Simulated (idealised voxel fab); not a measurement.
A process module follows: voxel lift off.
Square cells of 5 nm make up the cross-section cut, whose width is 285 nm.
In this document a cross-section is written as a grid of square cells. It is given as a series of bands, listed from the top down, and a band is one or more rows of cells. Band: top height; bottom height; in nm. Then, left to right: material with width in nm, for each material. "everywhere": a single material spanning edge to edge. "blank": empty space. Heights are reckoned from 0. Under this level, the received wafer is all of one material. The bottommost band is open-ended downward, for example "0 nm and below". Note: "30->40" means the width goes from the first number (top row of the band) to the second number (bottom row) in equal steps per row of cells. When a step is marked "remains unaltered", none of the cells in the cross-section changed during that step. Enclosed voids (no open way to top), threshold 8 cells or more, entry "Enclosed void entries", notation width x height at distance, distance from left edge, nm. On a step's line, text after the settings is the simulator commenting on that step. "overlay nm", when on a step's line for a step with a mask, measures how far to the right of its planned place the mask lay; a negative measure means to the left.
**This section lists the process steps that were planned**
| 1 | RECEIVE, material Si |
| 2 | CONFORMAL_DEP, material SiO2, thk nm 10 |
| 3 | PATTERN, tone open, mask id LINES, material resist, width nm 25, pitch nm 40, thk nm 20, overlay nm -15 |
| 4 | DIRECTIONAL_DEP, material Ru, thk nm 5 |
| 5 | STRIP, etch materials resist |
| 6 | CONFORMAL_DEP, material SiN, thk nm 10 |
Wafers differ in overlay nm at step 3; plan lists the first wafer's value; identical starting state.
**The first of several wafers as received, shown in cross-section; this is its state after step 1**
0 nm and below = Si everywhere
Enclosed void entries: none
**Per wafer, end of module: cells gained (+) or lost (-) per material since receipt, then closed voids**
overlay nm -15; +10 Ru; +121 SiN; +114 SiO2; Enclosed void entries: none
overlay nm -10; +10 Ru; +121 SiN; +114 SiO2; Enclosed void entries: none
overlay nm -5; +10 Ru; +121 SiN; +114 SiO2; Enclosed void entries: none
overlay nm 0; +10 Ru; +121 SiN; +114 SiO2; Enclosed void entries: none
overlay nm 5; +10 Ru; +121 SiN; +114 SiO2; Enclosed void entries: none
overlay nm 10; +10 Ru; +121 SiN; +114 SiO2; Enclosed void entries: none
overlay nm 15; +10 Ru; +121 SiN; +114 SiO2; Enclosed void entries: none
